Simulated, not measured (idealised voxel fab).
The name of this process module is voxel released beams.
Square cell edge 5 nm, section width 170 nm, ID cut.
Notation: cross-section as square-cell grid; stated in bands, top first, going down; one or more cell rows per band. First you get the band's top height and its bottom height, in nm, and then the materials it's made of, left to right, with each width in nm. If you see a single material with "throughout", that one covers the band edge to edge. "air" is empty space. Beneath 0, the wafer as received is one material, and that level is where height counting begins. The lowest band goes on downward without a bottom; it is written like "0 nm and below". Note: "30 to 40" means the width goes from the first number (top row of the band) to the second number (bottom row) in equal steps per row of cells. Key: "nothing got changed" - step with no changed cell in the cross-section. Under "Voids, enclosed" you'll find the enclosed gaps, the ones with no way out to the top, that are 8 cells or bigger; each reads width x height at distance, with distance counted from the left edge, everything in nm. Text after the settings on a step's line: the simulator's own remark on that step. The setting "overlay nm" may be written on the line of a step. When the step uses a mask, the value reports how far to the right of the planned place the mask lay, and a negative value reports that it lay to the left.

### Here's what the planned process steps look like
step 1: RECEIVE,material Si
step 2: CONFORMAL_DEP,material Al2O3,thk nm 5
step 3: DIRECTIONAL_DEP,material SiO2,thk nm 20
step 4: PATTERN,tone open,mask id ANCHOR,material resist,width nm 40,thk nm 20,overlay nm 0
step 5: DIRECTIONAL_ETCH,etch materials SiO2,depth nm 20
step 6: STRIP,etch materials resist
step 7: CONFORMAL_DEP,material SiN,thk nm 15
step 8: MASKED_ETCH,tone cover,mask id BEAM,width nm 85,etch materials SiN,depth nm 15,overlay nm 0
step 9: STRIP,etch materials SiO2

### Cross-section of the wafer at receipt, which is the condition after step 1
> 0 nm and below  Si throughout
> Voids, enclosed: none

### First of two wafers at the end of the module, shown in cross-section; run carried out as planned
> 40 nm to 25 nm  air: 40; SiN: 20; air: 10; SiN: 55; air: 45
> 25 nm to 20 nm  air: 45; SiN: 15; air: 10; SiN: 15; air: 85
> 20 nm to 5 nm  air: 45; SiN: 40; air: 85
> 5 nm to 0 nm  Al2O3 throughout
> 0 nm and below  Si throughout
> Voids, enclosed: none

### The second wafer, shown in cross-section after the module: started the same way as the first and given the same plan, yet one mistake crept into how it was run
> 0 nm and below  Si throughout
> Voids, enclosed: none
What went wrong in running the wafer? the process deviated at step 2: the operation and settings actually run there were CONFORMAL_DEP,material SiO2,thk nm 5
End check, counted in cells, second wafer has more or fewer of these materials than the first: 34 fewer of Al2O3, 75 fewer of SiN
